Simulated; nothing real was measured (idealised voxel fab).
process module | voxel plated lines
cross-section cut | 155 nm wide | cells 5 nm
A cross-section is a grid of square cells, given in bands from the top down. A band is one or more rows of cells.
Each band's line starts with the height of the band's top and of its bottom, in nm. Then come its materials from left to right, each with its width in nm. One material with "throughout" fills the band from edge to edge. "air" is empty space.
Height 0 is the level under which the wafer as received is all one material. The lowest band goes on downwards, as in "0 down".
A width such as "30 to 40" changes by the same amount from each row of cells to the next, from the band's top row to its bottom row.
"no change" after a step means that no cell of the cross-section changed.
closed voids: empty space of 8 cells or more with no open way to the top, each as width x height at its distance from the left edge, in nm
after a step's settings: what the simulator itself notes on the step
overlay nm, on a step with a mask: how far to the right of its planned place the mask lay; to the left if negative
plan
1 op RECEIVE | material Si
2 op CONFORMAL_DEP | material Al2O3 | thk nm 15
3 op DIRECTIONAL_DEP | material TiN | thk nm 5
4 op PATTERN | tone open | mask id LINES | material resist | width nm 15 | pitch nm 30 | thk nm 40 | overlay nm 0
5 op EPI | material Ru | thk nm 10
6 op EPI | material Ru | thk nm 5
7 op EPI | material Ru | thk nm 5
8 op STRIP | etch materials resist
9 op DIRECTIONAL_ETCH | etch materials TiN | depth nm 5
10 op CONFORMAL_DEP | material SiO2 | thk nm 10
first wafer, as planned
as received, after step 1
  0 down: Si throughout
  closed voids: none
after step 2
  15 to 0: Al2O3 throughout
  below 0: unchanged
after step 3
  20 to 15: TiN throughout
  below 15: unchanged
after step 4
  60 to 20: resist 55 | air 15 | resist 15 | air 15 | resist 55
  below 20: unchanged
after step 5
  60 to 30: resist 55 | air 15 | resist 15 | air 15 | resist 55
  30 to 20: resist 55 | Ru 15 | resist 15 | Ru 15 | resist 55
  below 20: unchanged
after step 6
  60 to 35: resist 55 | air 15 | resist 15 | air 15 | resist 55
  35 to 20: resist 55 | Ru 15 | resist 15 | Ru 15 | resist 55
  below 20: unchanged
after step 7
  60 to 40: resist 55 | air 15 | resist 15 | air 15 | resist 55
  40 to 20: resist 55 | Ru 15 | resist 15 | Ru 15 | resist 55
  below 20: unchanged
after step 8
  40 to 20: air 55 | Ru 15 | air 15 | Ru 15 | air 55
  below 20: unchanged
after step 9
  40 to 20: air 55 | Ru 15 | air 15 | Ru 15 | air 55
  20 to 15: air 55 | TiN 15 | air 15 | TiN 15 | air 55
  below 15: unchanged
after step 10
  50 to 40: air 45 | SiO2 65 | air 45
  40 to 25: air 45 | SiO2 10 | Ru 15 | SiO2 15 | Ru 15 | SiO2 10 | air 45
  25 to 20: SiO2 55 | Ru 15 | SiO2 15 | Ru 15 | SiO2 55
  20 to 15: SiO2 55 | TiN 15 | SiO2 15 | TiN 15 | SiO2 55
  below 15: unchanged
second wafer: like start, like plan, one mistake. Through step 2 it matches the first wafer
when step 3 should have ended
  20 to 15: SiO2 throughout
  below 15: unchanged
when step 4 should have ended
  60 to 20: resist 55 | air 15 | resist 15 | air 15 | resist 55
  below 20: unchanged
when step 5 should have ended: no change
when step 6 should have ended: no change
when step 7 should have ended: no change
when step 8 should have ended
  20 to 15: SiO2 throughout
  below 15: unchanged
when step 9 should have ended: no change
when step 10 should have ended
  30 to 15: SiO2 throughout
  below 15: unchanged
what went wrong: step 3 ran as: op DIRECTIONAL_DEP | material SiO2 | thk nm 5
at the end the second wafer has, in cells: 24 fewer of Ru | 4 fewer of SiO2 | 6 fewer of TiN
